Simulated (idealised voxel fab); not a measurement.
process module | voxel transistor to metal
cross-section cut | 215 nm wide | cells 5 nm
A cross-section is a grid of square cells, given in bands from the top down. A band is one or more rows of cells.
Each band's line starts with the height of the band's top and of its bottom, in nm. Then come its materials from left to right, each with its width in nm. One material with "throughout" fills the band from edge to edge. "air" is empty space.
Height 0 is the level under which the wafer as received is all one material. The lowest band goes on downwards, as in "0 down".
A width such as "30 to 40" changes by the same amount from each row of cells to the next, from the band's top row to its bottom row.
"no change" after a step means that no cell of the cross-section changed.
closed voids: empty space of 8 cells or more with no open way to the top, each as width x height at its distance from the left edge, in nm
after a step's settings: what the simulator itself notes on the step
overlay nm, on a step with a mask: how far to the right of its planned place the mask lay; to the left if negative
Each pair below shows a cross-section before one step and the cross-section after it, down to the lowest band that changed. The line under each pair gives the step between them, with its settings. The pairs can come from different runs of this module on the same starting wafer, so a pair continues from the pair above only where its "before" says so.
before
  110 to 95: SiO2 60 | air 20 | SiO2 50 | air 20 | SiO2 65
  95 to 85: SiO2 60 | air 15 | SiO2 55 | air 15 | SiO2 70
  85 to 80: SiCN throughout
  80 to 65: lowk 55 | SiN 5 | Ru 20 | SiN 5 | lowk 40 | SiN 5 | Ru 20 | SiN 5 | lowk 60
  65 to 60: SiN 60 | TiN 20 | SiN 50 | TiN 20 | SiN 65
  60 to 50: SiO2 60 | TiN 5 | Ru 20 | TiN 5 | SiO2 30 | TiN 5 | Ru 20 | TiN 5 | SiO2 65
  50 to 45: SiO2 60 | TiN 5 | Ru 10 | TiN 15 | SiO2 30 | TiN 15 | Ru 10 | TiN 5 | SiO2 65
  45 to 30: SiO2 60 | TiN 5 | Ru 10 | TiN 5 | SiN 10 | SiO2 5 | SiCN 20 | SiO2 5 | SiN 10 | TiN 5 | Ru 10 | TiN 5 | SiO2 65
  30 to 10: SiO2 60 | TiN 5 | Ru 10 | TiN 5 | SiN 10 | SiO2 5 | polySi 20 | SiO2 5 | SiN 10 | TiN 5 | Ru 10 | TiN 5 | SiO2 65
  10 to 5: SiO2 60 | TiN 20 | SiN 10 | SiO2 5 | polySi 20 | SiO2 5 | SiN 10 | TiN 5 | Ru 10 | TiN 5 | SiO2 65
  5 to 0: SiO2 60 | SiN 10 | TiN 10 | SiN 10 | SiO2 5 | polySi 20 | SiO2 5 | SiN 10 | TiN 20 | SiN 10 | SiO2 55
  0 to -5: SiO2 70 | SiGe 10 | SiO2 50 | SiGe 20 | SiO2 65
  -5 to -25: SiO2 60 | Si 95 | SiO2 60
  -25 down: Si throughout
  closed voids: none
after
  110 to 95: SiO2 60 | air 20 | SiO2 50 | air 20 | SiO2 65
  95 to 85: SiO2 60 | air 15 | SiO2 55 | air 15 | SiO2 70
  85 to 80: SiCN 60 | air 15 | SiCN 55 | air 15 | SiCN 70
  below 80: unchanged
  closed voids: none
the step between: op MASKED_ETCH | tone open | mask id METAL_2_HOLES | width nm 15 | pitch nm 70 | etch materials SiCN | depth nm 5 | overlay nm 0
before: the cross-section after the pair above
after
  115 to 110: TiN 65 | air 10 | TiN 60 | air 10 | TiN 70
  110 to 100: SiO2 60 | TiN 5 | air 10 | TiN 5 | SiO2 50 | TiN 5 | air 10 | TiN 5 | SiO2 65
  100 to 95: SiO2 60 | TiN 5 | air 5 | TiN 10 | SiO2 50 | TiN 5 | air 5 | TiN 10 | SiO2 65
  95 to 85: SiO2 60 | TiN 5 | air 5 | TiN 5 | SiO2 55 | TiN 5 | air 5 | TiN 5 | SiO2 70
  85 to 80: SiCN 60 | TiN 15 | SiCN 55 | TiN 15 | SiCN 70
  below 80: unchanged
  closed voids: none
the step between: op CONFORMAL_DEP | material TiN | thk nm 5
before: the cross-section after the pair above
after
  120 to 115: Cu throughout
  115 to 110: TiN 65 | Cu 10 | TiN 60 | Cu 10 | TiN 70
  110 to 100: SiO2 60 | TiN 5 | Cu 10 | TiN 5 | SiO2 50 | TiN 5 | Cu 10 | TiN 5 | SiO2 65
  100 to 95: SiO2 60 | TiN 5 | Cu 5 | TiN 10 | SiO2 50 | TiN 5 | Cu 5 | TiN 10 | SiO2 65
  95 to 85: SiO2 60 | TiN 5 | Cu 5 | TiN 5 | SiO2 55 | TiN 5 | Cu 5 | TiN 5 | SiO2 70
  below 85: unchanged
  closed voids: none
the step between: op FILL_DEP | material Cu | thk nm 5
before: the cross-section after the pair above
after
  110 to 100: SiO2 60 | TiN 5 | Cu 10 | TiN 5 | SiO2 50 | TiN 5 | Cu 10 | TiN 5 | SiO2 65
  below 100: unchanged
  closed voids: none
the step between: op CMP | height nm 110
before: the cross-section after the pair above
after
  115 to 110: SiCN throughout
  below 110: unchanged
  closed voids: none
the step between: op CONFORMAL_DEP | material SiCN | thk nm 5
before
  80 to 65: air 60 | Ru 20 | air 50 | Ru 20 | air 65
  65 to 60: air 60 | TiN 20 | air 50 | TiN 20 | air 65
  60 to 50: SiO2 60 | TiN 5 | Ru 20 | TiN 5 | SiO2 30 | TiN 5 | Ru 20 | TiN 5 | SiO2 65
  50 to 45: SiO2 60 | TiN 5 | Ru 10 | TiN 15 | SiO2 30 | TiN 15 | Ru 10 | TiN 5 | SiO2 65
  45 to 30: SiO2 60 | TiN 5 | Ru 10 | TiN 5 | SiN 10 | SiO2 5 | SiCN 20 | SiO2 5 | SiN 10 | TiN 5 | Ru 10 | TiN 5 | SiO2 65
  30 to 10: SiO2 60 | TiN 5 | Ru 10 | TiN 5 | SiN 10 | SiO2 5 | polySi 20 | SiO2 5 | SiN 10 | TiN 5 | Ru 10 | TiN 5 | SiO2 65
  10 to 5: SiO2 60 | TiN 10 | Ru 5 | TiN 5 | SiN 10 | SiO2 5 | polySi 20 | SiO2 5 | SiN 10 | TiN 5 | Ru 5 | TiN 10 | SiO2 65
  5 to 0: SiO2 55 | SiN 10 | TiN 15 | SiN 10 | SiO2 5 | polySi 20 | SiO2 5 | SiN 10 | TiN 15 | SiN 10 | SiO2 60
  0 to -5: SiO2 65 | SiGe 15 | SiO2 50 | SiGe 15 | SiO2 70
  -5 to -25: SiO2 60 | Si 90 | SiO2 65
  -25 down: Si throughout
  closed voids: none
after
  85 to 80: air 55 | aC 30 | air 40 | aC 30 | air 60
  80 to 65: air 55 | aC 5 | Ru 20 | aC 5 | air 40 | aC 5 | Ru 20 | aC 5 | air 60
  65 to 60: aC 60 | TiN 20 | aC 50 | TiN 20 | aC 65
  below 60: unchanged
  closed voids: none
the step between: op CONFORMAL_DEP | material aC | thk nm 5
before: the cross-section after the pair above
after
  90 to 85: lowk throughout
  85 to 80: lowk 55 | aC 30 | lowk 40 | aC 30 | lowk 60
  80 to 65: lowk 55 | aC 5 | Ru 20 | aC 5 | lowk 40 | aC 5 | Ru 20 | aC 5 | lowk 60
  below 65: unchanged
  closed voids: none
the step between: op FILL_DEP | material lowk | thk nm 5
before: the cross-section after the pair above
after
  80 to 65: lowk 55 | aC 5 | Ru 20 | aC 5 | lowk 40 | aC 5 | Ru 20 | aC 5 | lowk 60
  below 65: unchanged
  closed voids: none
the step between: op CMP | height nm 80
before: the cross-section after the pair above
after
  85 to 80: SiCN throughout
  below 80: unchanged
  closed voids: none
the step between: op CONFORMAL_DEP | material SiCN | thk nm 5
before: the cross-section after the pair above
after
  110 to 85: SiO2 throughout
  below 85: unchanged
  closed voids: none
the step between: op DIRECTIONAL_DEP | material SiO2 | thk nm 25
before: the cross-section after the pair above
after
  110 to 95: SiO2 60 | air 20 | SiO2 50 | air 20 | SiO2 65
  below 95: unchanged
  closed voids: none
the step between: op MASKED_ETCH | tone open | mask id METAL_2 | width nm 20 | pitch nm 70 | etch materials SiO2 | depth nm 15 | overlay nm 0
before: the cross-section after the pair above
after
  110 to 95: SiO2 60 | air 20 | SiO2 50 | air 20 | SiO2 65
  95 to 85: SiO2 60 | air 15 | SiO2 55 | air 15 | SiO2 70
  below 85: unchanged
  closed voids: none
the step between: op MASKED_ETCH | tone open | mask id METAL_2_HOLES | width nm 15 | pitch nm 70 | etch materials SiO2 | depth nm 10 | overlay nm 0
before: the cross-section after the pair above
after
  110 to 95: SiO2 60 | air 20 | SiO2 50 | air 20 | SiO2 65
  95 to 85: SiO2 60 | air 15 | SiO2 55 | air 15 | SiO2 70
  85 to 80: SiCN 60 | air 15 | SiCN 55 | air 15 | SiCN 70
  below 80: unchanged
  closed voids: none
the step between: op MASKED_ETCH | tone open | mask id METAL_2_HOLES | width nm 15 | pitch nm 70 | etch materials SiCN | depth nm 5 | overlay nm 0
before: the cross-section after the pair above
after
  115 to 110: TiN 65 | air 10 | TiN 60 | air 10 | TiN 70
  110 to 100: SiO2 60 | TiN 5 | air 10 | TiN 5 | SiO2 50 | TiN 5 | air 10 | TiN 5 | SiO2 65
  100 to 95: SiO2 60 | TiN 5 | air 5 | TiN 10 | SiO2 50 | TiN 5 | air 5 | TiN 10 | SiO2 65
  95 to 85: SiO2 60 | TiN 5 | air 5 | TiN 5 | SiO2 55 | TiN 5 | air 5 | TiN 5 | SiO2 70
  85 to 80: SiCN 60 | TiN 15 | SiCN 55 | TiN 15 | SiCN 70
  below 80: unchanged
  closed voids: none
the step between: op CONFORMAL_DEP | material TiN | thk nm 5
before: the cross-section after the pair above
after
  120 to 115: Cu throughout
  115 to 110: TiN 65 | Cu 10 | TiN 60 | Cu 10 | TiN 70
  110 to 100: SiO2 60 | TiN 5 | Cu 10 | TiN 5 | SiO2 50 | TiN 5 | Cu 10 | TiN 5 | SiO2 65
  100 to 95: SiO2 60 | TiN 5 | Cu 5 | TiN 10 | SiO2 50 | TiN 5 | Cu 5 | TiN 10 | SiO2 65
  95 to 85: SiO2 60 | TiN 5 | Cu 5 | TiN 5 | SiO2 55 | TiN 5 | Cu 5 | TiN 5 | SiO2 70
  below 85: unchanged
  closed voids: none
the step between: op FILL_DEP | material Cu | thk nm 5
before: the cross-section after the pair above
after
  110 to 100: SiO2 60 | TiN 5 | Cu 10 | TiN 5 | SiO2 50 | TiN 5 | Cu 10 | TiN 5 | SiO2 65
  below 100: unchanged
  closed voids: none
the step between: op CMP | height nm 110
before: the cross-section after the pair above
after
  115 to 110: SiCN throughout
  below 110: unchanged
  closed voids: none
the step between: op CONFORMAL_DEP | material SiCN | thk nm 5
before
  20 to 5: SiN throughout
  5 to 0: SiO2 throughout
  0 down: Si throughout
  closed voids: none
after
  20 to 5: SiN 55 | air 100 | SiN 60
  below 5: unchanged
  closed voids: none
the step between: op MASKED_ETCH | tone open | mask id ACTIVE | width nm 100 | etch materials SiN | depth nm 15 | overlay nm 0
before: the cross-section after the pair above
after
  30 to 20: SiO2 throughout
  20 to 5: SiN 55 | SiO2 100 | SiN 60
  below 5: unchanged
  closed voids: none
the step between: op FILL_DEP | material SiO2 | thk nm 10
before: the cross-section after the pair above
after
  20 to 5: SiN 55 | SiO2 100 | SiN 60
  below 5: unchanged
  closed voids: none
the step between: op CMP | height nm 20
before: the cross-section after the pair above
after
  20 to 10: SiN 55 | air 100 | SiN 60
  below 10: unchanged
  closed voids: none
the step between: op SELECTIVE_ETCH | etch materials SiO2 | depth nm 10
before: the cross-section after the pair above
after
  10 to 5: air 55 | SiO2 100 | air 60
  below 5: unchanged
  closed voids: none
the step between: op STRIP | etch materials SiN
before: the cross-section after the pair above
after
  5 to 0: air 60 | SiO2 90 | air 65
  below 0: unchanged
  closed voids: none
the step between: op SELECTIVE_ETCH | etch materials SiO2 | depth nm 5
before: the cross-section after the pair above
after
  5 to 0: air 60 | SiO2 90 | air 65
  0 to -5: SiO2 65 | Si 80 | SiO2 70
  below -5: unchanged
  closed voids: none
the step between: op OXIDIZE | depth nm 5
before: the cross-section after the pair above
after
  35 to 30: air 60 | polySi 90 | air 65
  30 to 5: polySi throughout
  5 to 0: polySi 60 | SiO2 90 | polySi 65
  below 0: unchanged
  closed voids: none
the step between: op DIRECTIONAL_DEP | material polySi | thk nm 30
before: the cross-section after the pair above
after
  50 to 45: air 60 | SiCN 90 | air 65
  45 to 35: SiCN throughout
  35 to 30: SiCN 60 | polySi 90 | SiCN 65
  below 30: unchanged
  closed voids: none
the step between: op DIRECTIONAL_DEP | material SiCN | thk nm 15
before: the cross-section after the pair above
after
  60 to 55: air 60 | aC 90 | air 65
  55 to 50: aC throughout
  50 to 45: aC 60 | SiCN 90 | aC 65
  below 45: unchanged
  closed voids: none
the step between: op DIRECTIONAL_DEP | material aC | thk nm 10
before: the cross-section after the pair above
after
  85 to 60: air 95 | resist 20 | air 100
  below 60: unchanged
  closed voids: none
the step between: op PATTERN | tone cover | mask id GATE | material resist | width nm 20 | thk nm 25 | overlay nm 0
before: the cross-section after the pair above
after
  75 to 60: air 95 | resist 20 | air 100
  60 to 50: air 95 | aC 20 | air 100
  50 to 45: air 60 | SiCN 90 | air 65
  below 45: unchanged
  closed voids: none
the step between: op DIRECTIONAL_ETCH | etch materials aC | depth nm 10
before: the cross-section after the pair above
after
  60 to 50: air 95 | aC 20 | air 100
  below 50: unchanged
  closed voids: none
the step between: op STRIP | etch materials resist
before: the cross-section after the pair above
after
  60 to 50: air 95 | aC 20 | air 100
  50 to 35: air 95 | SiCN 20 | air 100
  35 to 30: air 60 | polySi 90 | air 65
  below 30: unchanged
  closed voids: none
the step between: op DIRECTIONAL_ETCH | etch materials SiCN | depth nm 25
before: the cross-section after the pair above
after
  60 to 50: air 95 | aC 20 | air 100
  50 to 35: air 95 | SiCN 20 | air 100
  35 to 5: air 95 | polySi 20 | air 100
  5 to 0: air 60 | SiO2 90 | air 65
  below 0: unchanged
  closed voids: none
the step between: op DIRECTIONAL_ETCH | etch materials polySi | depth nm 40
before: the cross-section after the pair above
after
  50 to 35: air 95 | SiCN 20 | air 100
  below 35: unchanged
  closed voids: none
the step between: op STRIP | etch materials aC
before: the cross-section after the pair above
after
  55 to 50: air 90 | SiO2 30 | air 95
  50 to 35: air 90 | SiO2 5 | SiCN 20 | SiO2 5 | air 95
  35 to 10: air 90 | SiO2 5 | polySi 20 | SiO2 5 | air 95
  10 to 5: air 55 | SiO2 40 | polySi 20 | SiO2 40 | air 60
  5 to 0: SiO2 throughout
  below 0: unchanged
  closed voids: none
the step between: op CONFORMAL_DEP | material SiO2 | thk nm 5
before: the cross-section after the pair above
after
  50 to 35: air 90 | SiO2 5 | SiCN 20 | SiO2 5 | air 95
  35 to 5: air 90 | SiO2 5 | polySi 20 | SiO2 5 | air 95
  5 to 0: air 55 | SiO2 100 | air 60
  below 0: unchanged
  closed voids: none
the step between: op DIRECTIONAL_ETCH | etch materials SiO2 | depth nm 5
before: the cross-section after the pair above
after
  60 to 50: air 80 | SiN 50 | air 85
  50 to 35: air 80 | SiN 10 | SiO2 5 | SiCN 20 | SiO2 5 | SiN 10 | air 85
  35 to 15: air 80 | SiN 10 | SiO2 5 | polySi 20 | SiO2 5 | SiN 10 | air 85
  15 to 10: air 45 | SiN 45 | SiO2 5 | polySi 20 | SiO2 5 | SiN 45 | air 50
  10 to 5: SiN 90 | SiO2 5 | polySi 20 | SiO2 5 | SiN 95
  5 to 0: SiN 55 | SiO2 100 | SiN 60
  below 0: unchanged
  closed voids: none
the step between: op CONFORMAL_DEP | material SiN | thk nm 10
before: the cross-section after the pair above
after
  50 to 35: air 80 | SiN 10 | SiO2 5 | SiCN 20 | SiO2 5 | SiN 10 | air 85
  35 to 5: air 80 | SiN 10 | SiO2 5 | polySi 20 | SiO2 5 | SiN 10 | air 85
  5 to 0: air 45 | SiN 10 | SiO2 100 | SiN 10 | air 50
  below 0: unchanged
  closed voids: none
the step between: op DIRECTIONAL_ETCH | etch materials SiN | depth nm 10
before: the cross-section after the pair above
after
  50 to 45: air 80 | SiN 10 | air 5 | SiCN 20 | air 5 | SiN 10 | air 85
  45 to 35: air 80 | SiN 10 | SiO2 5 | SiCN 20 | SiO2 5 | SiN 10 | air 85
  35 to 5: air 80 | SiN 10 | SiO2 5 | polySi 20 | SiO2 5 | SiN 10 | air 85
  5 to 0: air 45 | SiN 10 | air 25 | SiO2 50 | air 25 | SiN 10 | air 50
  0 to -5: air 45 | SiO2 20 | Si 80 | SiO2 20 | air 50
  below -5: unchanged
  closed voids: none
the step between: op DIRECTIONAL_ETCH | etch materials SiO2 | depth nm 5
before: the cross-section after the pair above
after
  50 to 45: air 80 | SiN 10 | air 5 | SiCN 20 | air 5 | SiN 10 | air 85
  45 to 35: air 80 | SiN 10 | SiO2 5 | SiCN 20 | SiO2 5 | SiN 10 | air 85
  35 to 5: air 80 | SiN 10 | SiO2 5 | polySi 20 | SiO2 5 | SiN 10 | air 85
  5 to 0: air 45 | SiN 10 | air 5 | SiGe 20 | SiO2 50 | SiGe 20 | air 5 | SiN 10 | air 50
  0 to -5: SiGe 45 | SiO2 20 | Si 80 | SiO2 20 | SiGe 50
  below -5: unchanged
  closed voids: none
the step between: op EPI | material SiGe | thk nm 5
before: the cross-section after the pair above
after
  60 to 50: SiO2 throughout
  50 to 35: SiO2 80 | SiN 10 | SiO2 5 | SiCN 20 | SiO2 5 | SiN 10 | SiO2 85
  35 to 5: SiO2 80 | SiN 10 | SiO2 5 | polySi 20 | SiO2 5 | SiN 10 | SiO2 85
  5 to 0: SiO2 45 | SiN 10 | SiO2 5 | SiGe 20 | SiO2 50 | SiGe 20 | SiO2 5 | SiN 10 | SiO2 50
  below 0: unchanged
  closed voids: none
the step between: op FILL_DEP | material SiO2 | thk nm 10
before: the cross-section after the pair above
after
  45 to 35: SiO2 80 | SiN 10 | SiO2 5 | SiCN 20 | SiO2 5 | SiN 10 | SiO2 85
  below 35: unchanged
  closed voids: none
the step between: op CMP | height nm 45
before: the cross-section after the pair above
after
  60 to 45: SiO2 throughout
  below 45: unchanged
  closed voids: none
the step between: op DIRECTIONAL_DEP | material SiO2 | thk nm 15
before: the cross-section after the pair above
after
  70 to 60: aC throughout
  below 60: unchanged
  closed voids: none
the step between: op DIRECTIONAL_DEP | material aC | thk nm 10
before: the cross-section after the pair above
after
  100 to 70: resist 60 | air 30 | resist 30 | air 30 | resist 65
  below 70: unchanged
  closed voids: none
the step between: op PATTERN | tone open | mask id CONTACT | material resist | width nm 30 | pitch nm 60 | thk nm 30 | overlay nm 0
before: the cross-section after the pair above
after
  90 to 70: resist 60 | air 30 | resist 30 | air 30 | resist 65
  70 to 60: aC 60 | air 30 | aC 30 | air 30 | aC 65
  below 60: unchanged
  closed voids: none
the step between: op DIRECTIONAL_ETCH | etch materials aC | depth nm 10
before: the cross-section after the pair above
after
  70 to 60: aC 60 | air 30 | aC 30 | air 30 | aC 65
  below 60: unchanged
  closed voids: none
the step between: op STRIP | etch materials resist
before: the cross-section after the pair above
after
  70 to 60: aC 60 | air 30 | aC 30 | air 30 | aC 65
  60 to 45: SiO2 60 | air 30 | SiO2 30 | air 30 | SiO2 65
  45 to 35: SiO2 60 | air 20 | SiN 10 | SiO2 5 | SiCN 20 | SiO2 5 | SiN 10 | air 20 | SiO2 65
  35 to 5: SiO2 60 | air 20 | SiN 10 | SiO2 5 | polySi 20 | SiO2 5 | SiN 10 | air 20 | SiO2 65
  below 5: unchanged
  closed voids: none
the step between: op DIRECTIONAL_ETCH | etch materials SiO2 | depth nm 60
before: the cross-section after the pair above
after
  60 to 45: SiO2 60 | air 30 | SiO2 30 | air 30 | SiO2 65
  below 45: unchanged
  closed voids: none
the step between: op STRIP | etch materials aC
before: the cross-section after the pair above
after
  65 to 60: TiN 65 | air 20 | TiN 40 | air 20 | TiN 70
  60 to 50: SiO2 60 | TiN 5 | air 20 | TiN 5 | SiO2 30 | TiN 5 | air 20 | TiN 5 | SiO2 65
  50 to 45: SiO2 60 | TiN 5 | air 10 | TiN 15 | SiO2 30 | TiN 15 | air 10 | TiN 5 | SiO2 65
  45 to 35: SiO2 60 | TiN 5 | air 10 | TiN 5 | SiN 10 | SiO2 5 | SiCN 20 | SiO2 5 | SiN 10 | TiN 5 | air 10 | TiN 5 | SiO2 65
  35 to 10: SiO2 60 | TiN 5 | air 10 | TiN 5 | SiN 10 | SiO2 5 | polySi 20 | SiO2 5 | SiN 10 | TiN 5 | air 10 | TiN 5 | SiO2 65
  10 to 5: SiO2 60 | TiN 20 | SiN 10 | SiO2 5 | polySi 20 | SiO2 5 | SiN 10 | TiN 20 | SiO2 65
  below 5: unchanged
  closed voids: none
the step between: op CONFORMAL_DEP | material TiN | thk nm 5
before: the cross-section after the pair above
after
  70 to 65: Ru throughout
  65 to 60: TiN 65 | Ru 20 | TiN 40 | Ru 20 | TiN 70
  60 to 50: SiO2 60 | TiN 5 | Ru 20 | TiN 5 | SiO2 30 | TiN 5 | Ru 20 | TiN 5 | SiO2 65
  50 to 45: SiO2 60 | TiN 5 | Ru 10 | TiN 15 | SiO2 30 | TiN 15 | Ru 10 | TiN 5 | SiO2 65
  45 to 35: SiO2 60 | TiN 5 | Ru 10 | TiN 5 | SiN 10 | SiO2 5 | SiCN 20 | SiO2 5 | SiN 10 | TiN 5 | Ru 10 | TiN 5 | SiO2 65
  35 to 10: SiO2 60 | TiN 5 | Ru 10 | TiN 5 | SiN 10 | SiO2 5 | polySi 20 | SiO2 5 | SiN 10 | TiN 5 | Ru 10 | TiN 5 | SiO2 65
  below 10: unchanged
  closed voids: none
the step between: op FILL_DEP | material Ru | thk nm 5
before: the cross-section after the pair above
after
  60 to 50: SiO2 60 | TiN 5 | Ru 20 | TiN 5 | SiO2 30 | TiN 5 | Ru 20 | TiN 5 | SiO2 65
  below 50: unchanged
  closed voids: none
the step between: op CMP | height nm 60
before: the cross-section after the pair above
after
  65 to 60: TiN throughout
  below 60: unchanged
  closed voids: none
the step between: op DIRECTIONAL_DEP | material TiN | thk nm 5
before: the cross-section after the pair above
after
  80 to 65: Ru throughout
  below 65: unchanged
  closed voids: none
the step between: op DIRECTIONAL_DEP | material Ru | thk nm 15
before: the cross-section after the pair above
after
  80 to 65: air 60 | Ru 20 | air 50 | Ru 20 | air 65
  below 65: unchanged
  closed voids: none
the step between: op MASKED_ETCH | tone cover | mask id METAL_1 | width nm 20 | pitch nm 70 | etch materials Ru | depth nm 15 | overlay nm 0
before: the cross-section after the pair above
after
  80 to 65: air 60 | Ru 20 | air 50 | Ru 20 | air 65
  65 to 60: air 60 | TiN 20 | air 50 | TiN 20 | air 65
  below 60: unchanged
  closed voids: none
the step between: op MASKED_ETCH | tone cover | mask id METAL_1 | width nm 20 | pitch nm 70 | etch materials TiN | depth nm 5 | overlay nm 0
before: the cross-section after the pair above
after
  85 to 80: air 55 | SiN 30 | air 40 | SiN 30 | air 60
  80 to 65: air 55 | SiN 5 | Ru 20 | SiN 5 | air 40 | SiN 5 | Ru 20 | SiN 5 | air 60
  65 to 60: SiN 60 | TiN 20 | SiN 50 | TiN 20 | SiN 65
  below 60: unchanged
  closed voids: none
the step between: op CONFORMAL_DEP | material SiN | thk nm 5
before: the cross-section after the pair above
after
  90 to 85: lowk throughout
  85 to 80: lowk 55 | SiN 30 | lowk 40 | SiN 30 | lowk 60
  80 to 65: lowk 55 | SiN 5 | Ru 20 | SiN 5 | lowk 40 | SiN 5 | Ru 20 | SiN 5 | lowk 60
  below 65: unchanged
  closed voids: none
the step between: op FILL_DEP | material lowk | thk nm 5
before: the cross-section after the pair above
after
  80 to 65: lowk 55 | SiN 5 | Ru 20 | SiN 5 | lowk 40 | SiN 5 | Ru 20 | SiN 5 | lowk 60
  below 65: unchanged
  closed voids: none
the step between: op CMP | height nm 80
before: the cross-section after the pair above
after
  85 to 80: SiCN throughout
  below 80: unchanged
  closed voids: none
the step between: op CONFORMAL_DEP | material SiCN | thk nm 5
before: the cross-section after the pair above
after
  110 to 85: SiO2 throughout
  below 85: unchanged
  closed voids: none
the step between: op DIRECTIONAL_DEP | material SiO2 | thk nm 25
before: the cross-section after the pair above
after
  110 to 95: SiO2 60 | air 20 | SiO2 50 | air 20 | SiO2 65
  below 95: unchanged
  closed voids: none
the step between: op MASKED_ETCH | tone open | mask id METAL_2 | width nm 20 | pitch nm 70 | etch materials SiO2 | depth nm 15 | overlay nm 0
before: the cross-section after the pair above
after
  110 to 95: SiO2 60 | air 20 | SiO2 50 | air 20 | SiO2 65
  95 to 85: SiO2 60 | air 15 | SiO2 55 | air 15 | SiO2 70
  below 85: unchanged
  closed voids: none
the step between: op MASKED_ETCH | tone open | mask id METAL_2_HOLES | width nm 15 | pitch nm 70 | etch materials SiO2 | depth nm 10 | overlay nm 0
before: the cross-section after the pair above
after
  110 to 95: SiO2 60 | air 20 | SiO2 50 | air 20 | SiO2 65
  95 to 85: SiO2 60 | air 15 | SiO2 55 | air 15 | SiO2 70
  85 to 80: SiCN 60 | air 15 | SiCN 55 | air 15 | SiCN 70
  below 80: unchanged
  closed voids: none
the step between: op MASKED_ETCH | tone open | mask id METAL_2_HOLES | width nm 15 | pitch nm 70 | etch materials SiCN | depth nm 5 | overlay nm 0
before: the cross-section after the pair above
after
  115 to 110: TiN 65 | air 10 | TiN 60 | air 10 | TiN 70
  110 to 100: SiO2 60 | TiN 5 | air 10 | TiN 5 | SiO2 50 | TiN 5 | air 10 | TiN 5 | SiO2 65
  100 to 95: SiO2 60 | TiN 5 | air 5 | TiN 10 | SiO2 50 | TiN 5 | air 5 | TiN 10 | SiO2 65
  95 to 85: SiO2 60 | TiN 5 | air 5 | TiN 5 | SiO2 55 | TiN 5 | air 5 | TiN 5 | SiO2 70
  85 to 80: SiCN 60 | TiN 15 | SiCN 55 | TiN 15 | SiCN 70
  below 80: unchanged
  closed voids: none
the step between: op CONFORMAL_DEP | material TiN | thk nm 5
before: the cross-section after the pair above
after
  120 to 115: Cu throughout
  115 to 110: TiN 65 | Cu 10 | TiN 60 | Cu 10 | TiN 70
  110 to 100: SiO2 60 | TiN 5 | Cu 10 | TiN 5 | SiO2 50 | TiN 5 | Cu 10 | TiN 5 | SiO2 65
  100 to 95: SiO2 60 | TiN 5 | Cu 5 | TiN 10 | SiO2 50 | TiN 5 | Cu 5 | TiN 10 | SiO2 65
  95 to 85: SiO2 60 | TiN 5 | Cu 5 | TiN 5 | SiO2 55 | TiN 5 | Cu 5 | TiN 5 | SiO2 70
  below 85: unchanged
  closed voids: none
the step between: op FILL_DEP | material Cu | thk nm 5
before: the cross-section after the pair above
after
  110 to 100: SiO2 60 | TiN 5 | Cu 10 | TiN 5 | SiO2 50 | TiN 5 | Cu 10 | TiN 5 | SiO2 65
  below 100: unchanged
  closed voids: none
the step between: op CMP | height nm 110
before: the cross-section after the pair above
after
  115 to 110: SiCN throughout
  below 110: unchanged
  closed voids: none
the step between: op CONFORMAL_DEP | material SiCN | thk nm 5
